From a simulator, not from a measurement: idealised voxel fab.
Process module, titled voxel wiring stack
Shown is cross-section cut, with a width of 215 nm and square cells of size 5 nm.
Cross-section, as written here: a square-cell grid given band by band from the top down, where a band holds one or more rows of cells. Top height, bottom height, nm. Materials left to right, width each, nm. Single material + "everywhere" = fills band edge to edge. "empty" = empty. The level at which height equals 0 is the one under which the wafer, as it arrives, is entirely one material. No lower edge exists for the bottom band, which continues downward and is notated as in "0..down". Quick explanation for "30->40": the width changes in equal steps down the rows of cells, from the first number in the band's top row to the second number in its bottom row. You'll sometimes find "all unchanged" written for a step, and that's the way of saying that nowhere in the cross-section did a cell change during that step. "Internal closed voids" means: voids of 8 cells or more that are shut off from the top with no open way through. Written width x height at distance, distance from the left edge, in nm. Note: text after step settings on the step line = simulator remark on that step. The line of a step may include "overlay nm". On a step with a mask, this value is how far to the right of its planned place the mask lay. A negative value means the mask lay to the left.
# Process steps (planned)
1,RECEIVE | material Si
2,CONFORMAL_DEP | material SiO2 | thk nm 15
3,DIRECTIONAL_DEP | material TiN | thk nm 5
4,DIRECTIONAL_DEP | material W | thk nm 25
5,MASKED_ETCH | tone cover | mask id METAL_1 | width nm 25 | pitch nm 50 | etch materials W | depth nm 25 | overlay nm 0
6,MASKED_ETCH | tone cover | mask id METAL_1 | width nm 25 | pitch nm 50 | etch materials TiN | depth nm 5 | overlay nm 0
7,CONFORMAL_DEP | material SiCN | thk nm 5
8,FILL_DEP | material lowk | thk nm 10
9,CMP | height nm 45
10,CONFORMAL_DEP | material SiCN | thk nm 5
11,DIRECTIONAL_DEP | material lowk | thk nm 10
12,DIRECTIONAL_DEP | material aC | thk nm 15
13,PATTERN | tone open | mask id PLUG_1 | material resist | width nm 15 | pitch nm 50 | thk nm 35 | overlay nm 0
14,DIRECTIONAL_ETCH | etch materials aC | depth nm 15
15,STRIP | etch materials resist
16,DIRECTIONAL_ETCH | etch materials lowk | depth nm 10
17,DIRECTIONAL_ETCH | etch materials SiCN | depth nm 5
18,STRIP | etch materials aC
19,CONFORMAL_DEP | material TiN | thk nm 5
20,FILL_DEP | material W | thk nm 5
21,CMP | height nm 60
22,DIRECTIONAL_DEP | material TiN | thk nm 5
23,DIRECTIONAL_DEP | material W | thk nm 15
24,MASKED_ETCH | tone cover | mask id METAL_2 | width nm 25 | pitch nm 50 | etch materials W | depth nm 15 | overlay nm 0
25,MASKED_ETCH | tone cover | mask id METAL_2 | width nm 25 | pitch nm 50 | etch materials TiN | depth nm 5 | overlay nm 0
26,CONFORMAL_DEP | material SiN | thk nm 5
27,FILL_DEP | material SiO2 | thk nm 5
28,CMP | height nm 80
29,CONFORMAL_DEP | material SiCN | thk nm 5
30,DIRECTIONAL_DEP | material SiO2 | thk nm 25
31,DIRECTIONAL_DEP | material aC | thk nm 15
32,PATTERN | tone open | mask id METAL_3 | material resist | width nm 25 | pitch nm 50 | thk nm 30 | overlay nm 0
33,DIRECTIONAL_ETCH | etch materials aC | depth nm 15
34,STRIP | etch materials resist
35,DIRECTIONAL_ETCH | etch materials SiO2 | depth nm 15
36,STRIP | etch materials aC
37,PATTERN | tone open | mask id METAL_3_HOLES | material resist | width nm 15 | thk nm 20 | overlay nm -15
38,DIRECTIONAL_ETCH | etch materials SiO2 | depth nm 10
39,DIRECTIONAL_ETCH | etch materials SiCN | depth nm 5
40,STRIP | etch materials resist
41,CONFORMAL_DEP | material TiN | thk nm 5
42,FILL_DEP | material Ru | thk nm 10
43,CMP | height nm 110
44,CONFORMAL_DEP | material SiN | thk nm 5
Keep in mind the plan's value for the overlay nm of step 37 comes from the first wafer; the wafers don't share that setting, but they do share the same starting point.
# First wafer of several, as received: cross-section after step 1
0..down = Si everywhere
Internal closed voids: none
# Here is how to read the rows: every wafer has a row, and it shows the wafer at the end of the module, giving for each material how many cells were gained (+) or lost (-) since the wafer was received, then listing its closed voids
overlay nm -15; +15 Ru; +133 SiCN; +88 SiN; +395 SiO2; +55 TiN; +84 W; +219 lowk; Internal closed voids: none
overlay nm -10; +14 Ru; +132 SiCN; +88 SiN; +395 SiO2; +57 TiN; +84 W; +219 lowk; Internal closed voids: none
overlay nm -5; +13 Ru; +131 SiCN; +88 SiN; +395 SiO2; +59 TiN; +84 W; +219 lowk; Internal closed voids: none
overlay nm 0; +15 Ru; +130 SiCN; +88 SiN; +395 SiO2; +58 TiN; +84 W; +219 lowk; Internal closed voids: none
overlay nm 5; +15 Ru; +130 SiCN; +88 SiN; +395 SiO2; +58 TiN; +84 W; +219 lowk; Internal closed voids: none
overlay nm 10; +15 Ru; +130 SiCN; +88 SiN; +395 SiO2; +58 TiN; +84 W; +219 lowk; Internal closed voids: none
overlay nm 15; +13 Ru; +131 SiCN; +88 SiN; +395 SiO2; +59 TiN; +84 W; +219 lowk; Internal closed voids: none
